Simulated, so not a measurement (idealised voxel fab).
Process module in this document: voxel trench capacitor
In the cross-section labelled cut, the width is 225 nm and each square cell is 5 nm.
Just so we're on the same page, the cross-sections are grids of square cells, and they're listed out in bands top to bottom, each band one or more rows deep. The entry gives the band's vertical extent as a top height and a bottom height in nm, then its horizontal make-up as materials from left to right, each with a width in nm. "empty" stands for empty space; a single material marked "throughout" fills the band edge to edge. Where do heights start? At 0: under that level the wafer as delivered is made of one material only. And the lowest band has no floor; it just carries on downward, as in "0 and below". Think of "30 to 40" as a width that walks from the first number to the second as you go down the band, top row to bottom row, taking equal-sized steps from row to row. Key: "remains unaltered" - step with no changed cell in the cross-section. The entry titled "Tabulated closed voids" provides the empty spaces that have no open way to the top, restricted to those of 8 cells or more. Each is presented as width x height at distance, the distance being measured from the left edge, with all three in nm. Formally, on a step line, whatever follows the settings is a remark that the simulator itself makes on the step. Among the settings permitted on a step's line is "overlay nm"; applied to a step with a mask, it specifies the extent to which the mask lay to the right of its planned position, whereas a negative figure signifies a position to the left.
### List of planned process steps
1 RECEIVE [material Si]
2 CONFORMAL_DEP [material SiN] [thk nm 10]
3 PATTERN [tone open] [mask id TRENCH] [material resist] [width nm 25] [pitch nm 50] [thk nm 20] [overlay nm -15]
4 DIRECTIONAL_ETCH [etch materials SiN] [depth nm 10]
5 DIRECTIONAL_ETCH [etch materials Si] [depth nm 30]
6 STRIP [etch materials resist]
7 CONFORMAL_DEP [material Al2O3] [thk nm 5]
8 FILL_DEP [material polySi] [thk nm 10]
9 CMP [height nm 10]
Same starting wafers, different overlay nm at step 3. Plan value belongs to the first wafer.
### Step 1 complete: as-received cross-section of the first of several wafers
  0 and below | Si throughout
  Tabulated closed voids: none
### End-of-module cross-section, first of several wafers, after last step 9
  10 down to 0 | SiN 35 nm, then Al2O3 5 nm, then polySi 15 nm, then Al2O3 5 nm, then SiN 25 nm, then Al2O3 5 nm, then polySi 15 nm, then Al2O3 5 nm, then SiN 25 nm, then Al2O3 5 nm, then polySi 15 nm, then Al2O3 5 nm, then SiN 65 nm
  0 down to -25 | Si 35 nm, then Al2O3 5 nm, then polySi 15 nm, then Al2O3 5 nm, then Si 25 nm, then Al2O3 5 nm, then polySi 15 nm, then Al2O3 5 nm, then Si 25 nm, then Al2O3 5 nm, then polySi 15 nm, then Al2O3 5 nm, then Si 65 nm
  -25 down to -30 | Si 35 nm, then Al2O3 25 nm, then Si 25 nm, then Al2O3 25 nm, then Si 25 nm, then Al2O3 25 nm, then Si 65 nm
  -30 and below | Si throughout
  Tabulated closed voids: none
### End of module, last wafer sectioned
  10 down to 0 | SiN 65 nm, then Al2O3 5 nm, then polySi 15 nm, then Al2O3 5 nm, then SiN 25 nm, then Al2O3 5 nm, then polySi 15 nm, then Al2O3 5 nm, then SiN 25 nm, then Al2O3 5 nm, then polySi 15 nm, then Al2O3 5 nm, then SiN 35 nm
  0 down to -25 | Si 65 nm, then Al2O3 5 nm, then polySi 15 nm, then Al2O3 5 nm, then Si 25 nm, then Al2O3 5 nm, then polySi 15 nm, then Al2O3 5 nm, then Si 25 nm, then Al2O3 5 nm, then polySi 15 nm, then Al2O3 5 nm, then Si 35 nm
  -25 down to -30 | Si 65 nm, then Al2O3 25 nm, then Si 25 nm, then Al2O3 25 nm, then Si 25 nm, then Al2O3 25 nm, then Si 35 nm
  -30 and below | Si throughout
  Tabulated closed voids: none
### Here is how to read the rows: every wafer has a row, and it shows the wafer at the end of the module, giving for each material how many cells were gained (+) or lost (-) since the wafer was received, then listing its closed voids
overlay nm -15; +57 Al2O3; -90 Si; +60 SiN; +63 polySi; Tabulated closed voids: none
overlay nm -10; +57 Al2O3; -90 Si; +60 SiN; +63 polySi; Tabulated closed voids: none
overlay nm -5; +57 Al2O3; -90 Si; +60 SiN; +63 polySi; Tabulated closed voids: none
overlay nm 0; +57 Al2O3; -90 Si; +60 SiN; +63 polySi; Tabulated closed voids: none
overlay nm 5; +57 Al2O3; -90 Si; +60 SiN; +63 polySi; Tabulated closed voids: none
overlay nm 10; +57 Al2O3; -90 Si; +60 SiN; +63 polySi; Tabulated closed voids: none
overlay nm 15; +57 Al2O3; -90 Si; +60 SiN; +63 polySi; Tabulated closed voids: none
